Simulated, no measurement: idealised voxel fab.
Presented below is a process module, voxel self aligned contacts.
Pictured: cross-section cut, 185 nm wide, on a grid of 5 nm square cells.
Cross-sections here: square-cell grids, written as top-down lists of bands, a band being one or more rows of cells. Band: top and bottom heights (nm) first, top before bottom; then materials from left to right, widths in nm. "throughout" marks a sole material filling the band edge to edge. "empty" denotes empty space. It should be noted that heights are counted from 0, beneath which the wafer as supplied is of one material throughout, and that the lowest band possesses no lower boundary but continues downward, as written in "from 0 down". When a width is written as two numbers, as in "30->40", the first number is the width in the top row of cells of the band and the second is the width in its bottom row, and the width changes by the same amount from each row to the next. Step note "nothing was modified" = no cross-section cell changed. So "Enclosed void catalog" is basically the list of trapped voids: any empty space of 8 cells or more that can't reach the top through an opening. They're written width x height at distance, the distance being from the left edge, and it's all nm. That trailing text on a step's line, after the settings, is the simulator's own remark on the step. Steps that use a mask can have "overlay nm" on their line. It says how far the mask sat to the right of where it was meant to be. Negative means to the left.

PROCESS STEPS - PLAN
1. op RECEIVE | material Si
2. op CONFORMAL_DEP | material SiO2 | thk nm 5
3. op DIRECTIONAL_DEP | material polySi | thk nm 20
4. op DIRECTIONAL_DEP | material SiN | thk nm 15
5. op DIRECTIONAL_DEP | material aC | thk nm 10
6. op PATTERN | tone cover | mask id GATE | material resist | width nm 30 | pitch nm 65 | thk nm 30 | overlay nm 0
7. op DIRECTIONAL_ETCH | etch materials aC | depth nm 10
8. op STRIP | etch materials resist
9. op DIRECTIONAL_ETCH | etch materials SiN | depth nm 15
10. op DIRECTIONAL_ETCH | etch materials polySi | depth nm 20
11. op STRIP | etch materials aC
12. op CONFORMAL_DEP | material SiN | thk nm 5
13. op DIRECTIONAL_ETCH | etch materials SiN | depth nm 5
14. op FILL_DEP | material SiO2 | thk nm 15
15. op CMP | height nm 45
16. op DIRECTIONAL_DEP | material aC | thk nm 15
17. op PATTERN | tone open | mask id CONTACT | material resist | width nm 45 | thk nm 30 | overlay nm 0
18. op DIRECTIONAL_ETCH | etch materials aC | depth nm 15
19. op STRIP | etch materials resist
20. op DIRECTIONAL_ETCH | etch materials SiO2 | depth nm 45
21. op STRIP | etch materials aC
22. op CONFORMAL_DEP | material TiN | thk nm 5
23. op FILL_DEP | material W | thk nm 10
24. op CMP | height nm 45
25. op CONFORMAL_DEP | material SiCN | thk nm 5

FIRST OF TWO WAFERS, WITH THE RUN CARRIED OUT AS PLANNED

AS RECEIVED (POST STEP 1): CROSS-SECTION
* from 0 down = Si throughout
* Enclosed void catalog: none

WAFER SECTION VIEW AFTER PROCESSING STEP 2
* from 5 to 0 = SiO2 throughout
* Beneath the level 0, the cross-section is identical to its previous state.

WAFER SECTION VIEW AFTER PROCESSING STEP 3
* from 25 to 5 = polySi throughout
* Beneath the level 5, the cross-section is identical to its previous state.

WAFER SECTION VIEW AFTER PROCESSING STEP 4
* from 40 to 25 = SiN throughout
* Beneath the level 25, the cross-section is identical to its previous state.

WAFER SECTION VIEW AFTER PROCESSING STEP 5
* from 50 to 40 = aC throughout
* Beneath the level 40, the cross-section is identical to its previous state.

WAFER SECTION VIEW AFTER PROCESSING STEP 6
* from 80 to 50 = 45 empty; 30 resist; 35 empty; 30 resist; 45 empty
* Beneath the level 50, the cross-section is identical to its previous state.

WAFER SECTION VIEW AFTER PROCESSING STEP 7
* from 70 to 50 = 45 empty; 30 resist; 35 empty; 30 resist; 45 empty
* from 50 to 40 = 45 empty; 30 aC; 35 empty; 30 aC; 45 empty
* Beneath the level 40, the cross-section is identical to its previous state.

WAFER SECTION VIEW AFTER PROCESSING STEP 8
* from 50 to 40 = 45 empty; 30 aC; 35 empty; 30 aC; 45 empty
* Beneath the level 40, the cross-section is identical to its previous state.

WAFER SECTION VIEW AFTER PROCESSING STEP 9
* from 50 to 40 = 45 empty; 30 aC; 35 empty; 30 aC; 45 empty
* from 40 to 25 = 45 empty; 30 SiN; 35 empty; 30 SiN; 45 empty
* Beneath the level 25, the cross-section is identical to its previous state.

WAFER SECTION VIEW AFTER PROCESSING STEP 10
* from 50 to 40 = 45 empty; 30 aC; 35 empty; 30 aC; 45 empty
* from 40 to 25 = 45 empty; 30 SiN; 35 empty; 30 SiN; 45 empty
* from 25 to 5 = 45 empty; 30 polySi; 35 empty; 30 polySi; 45 empty
* Beneath the level 5, the cross-section is identical to its previous state.

WAFER SECTION VIEW AFTER PROCESSING STEP 11
* from 40 to 25 = 45 empty; 30 SiN; 35 empty; 30 SiN; 45 empty
* Beneath the level 25, the cross-section is identical to its previous state.

WAFER SECTION VIEW AFTER PROCESSING STEP 12
* from 45 to 25 = 40 empty; 40 SiN; 25 empty; 40 SiN; 40 empty
* from 25 to 10 = 40 empty; 5 SiN; 30 polySi; 5 SiN; 25 empty; 5 SiN; 30 polySi; 5 SiN; 40 empty
* from 10 to 5 = 45 SiN; 30 polySi; 35 SiN; 30 polySi; 45 SiN
* Beneath the level 5, the cross-section is identical to its previous state.

WAFER SECTION VIEW AFTER PROCESSING STEP 13
* from 40 to 25 = 40 empty; 40 SiN; 25 empty; 40 SiN; 40 empty
* from 25 to 5 = 40 empty; 5 SiN; 30 polySi; 5 SiN; 25 empty; 5 SiN; 30 polySi; 5 SiN; 40 empty
* Beneath the level 5, the cross-section is identical to its previous state.

WAFER SECTION VIEW AFTER PROCESSING STEP 14
* from 55 to 40 = SiO2 throughout
* from 40 to 25 = 40 SiO2; 40 SiN; 25 SiO2; 40 SiN; 40 SiO2
* from 25 to 5 = 40 SiO2; 5 SiN; 30 polySi; 5 SiN; 25 SiO2; 5 SiN; 30 polySi; 5 SiN; 40 SiO2
* Beneath the level 5, the cross-section is identical to its previous state.

WAFER SECTION VIEW AFTER PROCESSING STEP 15
* from 45 to 40 = SiO2 throughout
* Beneath the level 40, the cross-section is identical to its previous state.

WAFER SECTION VIEW AFTER PROCESSING STEP 16
* from 60 to 45 = aC throughout
* Beneath the level 45, the cross-section is identical to its previous state.

WAFER SECTION VIEW AFTER PROCESSING STEP 17
* from 90 to 60 = 70 resist; 45 empty; 70 resist
* Beneath the level 60, the cross-section is identical to its previous state.

WAFER SECTION VIEW AFTER PROCESSING STEP 18
* from 75 to 60 = 70 resist; 45 empty; 70 resist
* from 60 to 45 = 70 aC; 45 empty; 70 aC
* Beneath the level 45, the cross-section is identical to its previous state.

WAFER SECTION VIEW AFTER PROCESSING STEP 19
* from 60 to 45 = 70 aC; 45 empty; 70 aC
* Beneath the level 45, the cross-section is identical to its previous state.

WAFER SECTION VIEW AFTER PROCESSING STEP 20
* from 60 to 45 = 70 aC; 45 empty; 70 aC
* from 45 to 40 = 70 SiO2; 45 empty; 70 SiO2
* from 40 to 25 = 40 SiO2; 40 SiN; 25 empty; 40 SiN; 40 SiO2
* from 25 to 5 = 40 SiO2; 5 SiN; 30 polySi; 5 SiN; 25 empty; 5 SiN; 30 polySi; 5 SiN; 40 SiO2
* from 5 to 0 = 80 SiO2; 25 empty; 80 SiO2
* Beneath the level 0, the cross-section is identical to its previous state.

WAFER SECTION VIEW AFTER PROCESSING STEP 21
* from 45 to 40 = 70 SiO2; 45 empty; 70 SiO2
* Beneath the level 40, the cross-section is identical to its previous state.

WAFER SECTION VIEW AFTER PROCESSING STEP 22
* from 50 to 45 = 75 TiN; 35 empty; 75 TiN
* from 45 to 40 = 70 SiO2; 15 TiN; 15 empty; 15 TiN; 70 SiO2
* from 40 to 25 = 40 SiO2; 40 SiN; 5 TiN; 15 empty; 5 TiN; 40 SiN; 40 SiO2
* from 25 to 5 = 40 SiO2; 5 SiN; 30 polySi; 5 SiN; 5 TiN; 15 empty; 5 TiN; 5 SiN; 30 polySi; 5 SiN; 40 SiO2
* from 5 to 0 = 80 SiO2; 25 TiN; 80 SiO2
* Beneath the level 0, the cross-section is identical to its previous state.

WAFER SECTION VIEW AFTER PROCESSING STEP 23
* from 60 to 50 = W throughout
* from 50 to 45 = 75 TiN; 35 W; 75 TiN
* from 45 to 40 = 70 SiO2; 15 TiN; 15 W; 15 TiN; 70 SiO2
* from 40 to 25 = 40 SiO2; 40 SiN; 5 TiN; 15 W; 5 TiN; 40 SiN; 40 SiO2
* from 25 to 5 = 40 SiO2; 5 SiN; 30 polySi; 5 SiN; 5 TiN; 15 W; 5 TiN; 5 SiN; 30 polySi; 5 SiN; 40 SiO2
* Beneath the level 5, the cross-section is identical to its previous state.

WAFER SECTION VIEW AFTER PROCESSING STEP 24
* from 45 to 40 = 70 SiO2; 15 TiN; 15 W; 15 TiN; 70 SiO2
* Beneath the level 40, the cross-section is identical to its previous state.

WAFER SECTION VIEW AFTER PROCESSING STEP 25
* from 50 to 45 = SiCN throughout
* Beneath the level 45, the cross-section is identical to its previous state.

SECOND WAFER, SAME STARTING STATE AND PLAN AS THE FIRST, ONE MISTAKE IN THE RUN, IDENTICAL THROUGH STEP 5

X-SECTION, SECOND WAFER, WHEN STEP 6 WAS DUE TO FINISH
* from 80 to 50 = 50 empty; 25 resist; 40 empty; 25 resist; 45 empty
* Beneath the level 50, the cross-section is identical to its previous state.

X-SECTION, SECOND WAFER, WHEN STEP 7 WAS DUE TO FINISH
* from 70 to 50 = 50 empty; 25 resist; 40 empty; 25 resist; 45 empty
* from 50 to 40 = 50 empty; 25 aC; 40 empty; 25 aC; 45 empty
* Beneath the level 40, the cross-section is identical to its previous state.

X-SECTION, SECOND WAFER, WHEN STEP 8 WAS DUE TO FINISH
* from 50 to 40 = 50 empty; 25 aC; 40 empty; 25 aC; 45 empty
* Beneath the level 40, the cross-section is identical to its previous state.

X-SECTION, SECOND WAFER, WHEN STEP 9 WAS DUE TO FINISH
* from 50 to 40 = 50 empty; 25 aC; 40 empty; 25 aC; 45 empty
* from 40 to 25 = 50 empty; 25 SiN; 40 empty; 25 SiN; 45 empty
* Beneath the level 25, the cross-section is identical to its previous state.

X-SECTION, SECOND WAFER, WHEN STEP 10 WAS DUE TO FINISH
* from 50 to 40 = 50 empty; 25 aC; 40 empty; 25 aC; 45 empty
* from 40 to 25 = 50 empty; 25 SiN; 40 empty; 25 SiN; 45 empty
* from 25 to 5 = 50 empty; 25 polySi; 40 empty; 25 polySi; 45 empty
* Beneath the level 5, the cross-section is identical to its previous state.

X-SECTION, SECOND WAFER, WHEN STEP 11 WAS DUE TO FINISH
* from 40 to 25 = 50 empty; 25 SiN; 40 empty; 25 SiN; 45 empty
* Beneath the level 25, the cross-section is identical to its previous state.

X-SECTION, SECOND WAFER, WHEN STEP 12 WAS DUE TO FINISH
* from 45 to 25 = 45 empty; 35 SiN; 30 empty; 35 SiN; 40 empty
* from 25 to 10 = 45 empty; 5 SiN; 25 polySi; 5 SiN; 30 empty; 5 SiN; 25 polySi; 5 SiN; 40 empty
* from 10 to 5 = 50 SiN; 25 polySi; 40 SiN; 25 polySi; 45 SiN
* Beneath the level 5, the cross-section is identical to its previous state.

X-SECTION, SECOND WAFER, WHEN STEP 13 WAS DUE TO FINISH
* from 40 to 25 = 45 empty; 35 SiN; 30 empty; 35 SiN; 40 empty
* from 25 to 5 = 45 empty; 5 SiN; 25 polySi; 5 SiN; 30 empty; 5 SiN; 25 polySi; 5 SiN; 40 empty
* Beneath the level 5, the cross-section is identical to its previous state.

X-SECTION, SECOND WAFER, WHEN STEP 14 WAS DUE TO FINISH
* from 55 to 40 = SiO2 throughout
* from 40 to 25 = 45 SiO2; 35 SiN; 30 SiO2; 35 SiN; 40 SiO2
* from 25 to 5 = 45 SiO2; 5 SiN; 25 polySi; 5 SiN; 30 SiO2; 5 SiN; 25 polySi; 5 SiN; 40 SiO2
* Beneath the level 5, the cross-section is identical to its previous state.

X-SECTION, SECOND WAFER, WHEN STEP 15 WAS DUE TO FINISH
* from 45 to 40 = SiO2 throughout
* Beneath the level 40, the cross-section is identical to its previous state.

X-SECTION, SECOND WAFER, WHEN STEP 16 WAS DUE TO FINISH
* from 60 to 45 = aC throughout
* Beneath the level 45, the cross-section is identical to its previous state.

X-SECTION, SECOND WAFER, WHEN STEP 17 WAS DUE TO FINISH
* from 90 to 60 = 70 resist; 45 empty; 70 resist
* Beneath the level 60, the cross-section is identical to its previous state.

X-SECTION, SECOND WAFER, WHEN STEP 18 WAS DUE TO FINISH
* from 75 to 60 = 70 resist; 45 empty; 70 resist
* from 60 to 45 = 70 aC; 45 empty; 70 aC
* Beneath the level 45, the cross-section is identical to its previous state.

X-SECTION, SECOND WAFER, WHEN STEP 19 WAS DUE TO FINISH
* from 60 to 45 = 70 aC; 45 empty; 70 aC
* Beneath the level 45, the cross-section is identical to its previous state.

X-SECTION, SECOND WAFER, WHEN STEP 20 WAS DUE TO FINISH
* from 60 to 45 = 70 aC; 45 empty; 70 aC
* from 45 to 40 = 70 SiO2; 45 empty; 70 SiO2
* from 40 to 25 = 45 SiO2; 35 SiN; 30 empty; 35 SiN; 40 SiO2
* from 25 to 5 = 45 SiO2; 5 SiN; 25 polySi; 5 SiN; 30 empty; 5 SiN; 25 polySi; 5 SiN; 40 SiO2
* from 5 to 0 = 80 SiO2; 30 empty; 75 SiO2
* Beneath the level 0, the cross-section is identical to its previous state.

X-SECTION, SECOND WAFER, WHEN STEP 21 WAS DUE TO FINISH
* from 45 to 40 = 70 SiO2; 45 empty; 70 SiO2
* Beneath the level 40, the cross-section is identical to its previous state.

X-SECTION, SECOND WAFER, WHEN STEP 22 WAS DUE TO FINISH
* from 50 to 45 = 75 TiN; 35 empty; 75 TiN
* from 45 to 40 = 70 SiO2; 15 TiN; 20 empty; 10 TiN; 70 SiO2
* from 40 to 25 = 45 SiO2; 35 SiN; 5 TiN; 20 empty; 5 TiN; 35 SiN; 40 SiO2
* from 25 to 5 = 45 SiO2; 5 SiN; 25 polySi; 5 SiN; 5 TiN; 20 empty; 5 TiN; 5 SiN; 25 polySi; 5 SiN; 40 SiO2
* from 5 to 0 = 80 SiO2; 30 TiN; 75 SiO2
* Beneath the level 0, the cross-section is identical to its previous state.

X-SECTION, SECOND WAFER, WHEN STEP 23 WAS DUE TO FINISH
* from 60 to 50 = W throughout
* from 50 to 45 = 75 TiN; 35 W; 75 TiN
* from 45 to 40 = 70 SiO2; 15 TiN; 20 W; 10 TiN; 70 SiO2
* from 40 to 25 = 45 SiO2; 35 SiN; 5 TiN; 20 W; 5 TiN; 35 SiN; 40 SiO2
* from 25 to 5 = 45 SiO2; 5 SiN; 25 polySi; 5 SiN; 5 TiN; 20 W; 5 TiN; 5 SiN; 25 polySi; 5 SiN; 40 SiO2
* Beneath the level 5, the cross-section is identical to its previous state.

X-SECTION, SECOND WAFER, WHEN STEP 24 WAS DUE TO FINISH
* from 45 to 40 = 70 SiO2; 15 TiN; 20 W; 10 TiN; 70 SiO2
* Beneath the level 40, the cross-section is identical to its previous state.

X-SECTION, SECOND WAFER, WHEN STEP 25 WAS DUE TO FINISH
* from 50 to 45 = SiCN throughout
* Beneath the level 45, the cross-section is identical to its previous state.
In executing the process, a mistake was made relative to the plan: step 6: run off-plan, actual operation and settings op PATTERN | tone cover | mask id GATE | material resist | width nm 25 | pitch nm 65 | thk nm 30 | overlay nm 0
Wrapping up, a cell-based count of both wafers puts the second over or under the first for these materials: SiN: 6 fewer; SiO2: 6 more; W: 8 more; polySi: 8 fewer
